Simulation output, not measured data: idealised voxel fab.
The process module presented herein is designated voxel fin reveal.
Pictured: cross-section cut, 185 nm wide, on a grid of 5 nm square cells.
Bands, listed from the top down, are how a cross-section gets written in this document; the cross-section itself is a grid of square cells, and a band is one or more rows of them.
Band: top and bottom heights (nm) first, top before bottom; then materials from left to right, widths in nm. "throughout" marks a sole material filling the band edge to edge. "blank" denotes empty space.
Where do heights start? At 0: under that level the wafer as delivered is made of one material only. And the lowest band has no floor; it just carries on downward, as in "top 0, no bottom".
The notation "30..40" denotes a width that varies across the rows of cells in the band, beginning at the first number in the top row, finishing at the second number in the bottom row, and changing by an identical amount from each row to the next.
For the purposes of this document, the phrase "identical to before" attached to a step denotes that no cell within the cross-section was modified by that step.
This entry, "Sealed cavities", enumerates those empty regions of no fewer than 8 cells that possess no open connection to the top. Each region is reported in the form width x height at distance, the distance being taken from the left edge, with all three quantities expressed in nm.
On a step's line, text after the settings is the simulator commenting on that step.
overlay nm, on a step with a mask: how far to the right of its planned place the mask lay; to the left if negative

THE FOLLOWING LIST GIVES THE PLANNED PROCESS STEPS
- 1: RECEIVE,material Si
- 2: CONFORMAL_DEP,material SiN,thk nm 5
- 3: PATTERN,tone cover,mask id FINS,material resist,width nm 15,pitch nm 40,thk nm 15,overlay nm 0
- 4: DIRECTIONAL_ETCH,etch materials SiN,depth nm 5
- 5: DIRECTIONAL_ETCH,etch materials Si,depth nm 40
- 6: STRIP,etch materials resist
- 7: OXIDIZE,depth nm 5
- 8: FILL_DEP,material SiO2,thk nm 5
- 9: CMP,height nm 5
- 10: SELECTIVE_ETCH,etch materials SiO2,depth nm 35
- 11: STRIP,etch materials SiN

HERE'S WHAT THE WAFER LOOKED LIKE IN CROSS-SECTION WHEN IT ARRIVED - THAT'S AFTER STEP 1
- top 0, no bottom | Si throughout
- Sealed cavities: none

FIGURE: CROSS-SECTIONAL VIEW OF THE WAFER UPON COMPLETION OF THE MODULE, PROCESSED FROM THE INITIAL STATE AND ACCORDING TO THE PLAN DEPICTED ABOVE, WITH ONE ERROR INTRODUCED DURING EXECUTION
- top 0, bottom -20 | blank 50, Si 5, blank 35, Si 5, blank 35, Si 5, blank 50
- top -20, bottom -45 | SiO2 50, Si 5, SiO2 35, Si 5, SiO2 35, Si 5, SiO2 50
- top -45, no bottom | Si throughout
- Sealed cavities: none
Where did the run depart from the plan? step 10 did not happen as planned, as run it was SELECTIVE_ETCH,etch materials SiO2,depth nm 25
